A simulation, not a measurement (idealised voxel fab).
process module | voxel double patterning
cross-section cut | 265 nm wide | cells 5 nm
A cross-section is a grid of square cells, given in bands from the top down. A band is one or more rows of cells.
Each band's line starts with the height of the band's top and of its bottom, in nm. Then come its materials from left to right, each with its width in nm. One material with "throughout" fills the band from edge to edge. "air" is empty space.
Height 0 is the level under which the wafer as received is all one material. The lowest band goes on downwards, as in "0 down".
A width such as "30 to 40" changes by the same amount from each row of cells to the next, from the band's top row to its bottom row.
"no change" after a step means that no cell of the cross-section changed.
closed voids: empty space of 8 cells or more with no open way to the top, each as width x height at its distance from the left edge, in nm
after a step's settings: what the simulator itself notes on the step
overlay nm, on a step with a mask: how far to the right of its planned place the mask lay; to the left if negative
plan
1 op RECEIVE | material Si
2 op CONFORMAL_DEP | material SiO2 | thk nm 5
3 op DIRECTIONAL_DEP | material W | thk nm 20
4 op DIRECTIONAL_DEP | material SiCN | thk nm 10
5 op PATTERN | tone open | mask id FIRST | material resist | width nm 15 | pitch nm 50 | thk nm 15 | overlay nm 0
6 op DIRECTIONAL_ETCH | etch materials SiCN | depth nm 10
7 op STRIP | etch materials resist
8 op PATTERN | tone open | mask id SECOND | material resist | width nm 15 | thk nm 15 | overlay nm 0
9 op DIRECTIONAL_ETCH | etch materials SiCN | depth nm 10
10 op STRIP | etch materials resist
11 op DIRECTIONAL_ETCH | etch materials W | depth nm 20
12 op STRIP | etch materials SiCN
varied across the wafers: width nm of step 8. The plan shows the first wafer's value. All wafers start alike
first wafer as received, after step 1
  0 down: Si throughout
  closed voids: none
first wafer at the end, after step 12
  25 to 5: W 100 | air 15 | W 10 | air 15 | W 10 | air 15 | W 100
  5 to 0: SiO2 throughout
  0 down: Si throughout
  closed voids: none
last wafer at the end
  25 to 5: W 100 | air 15 | W 5 | air 45 | W 100
  5 to 0: SiO2 throughout
  0 down: Si throughout
  closed voids: none
each wafer at the end: cells of each material gained (+) or lost (-) since it was received, then its closed voids
width nm 15 | +53 SiO2 | +176 W | closed voids: none
width nm 20 | +53 SiO2 | +172 W | closed voids: none
width nm 25 | +53 SiO2 | +168 W | closed voids: none
width nm 30 | +53 SiO2 | +164 W | closed voids: none
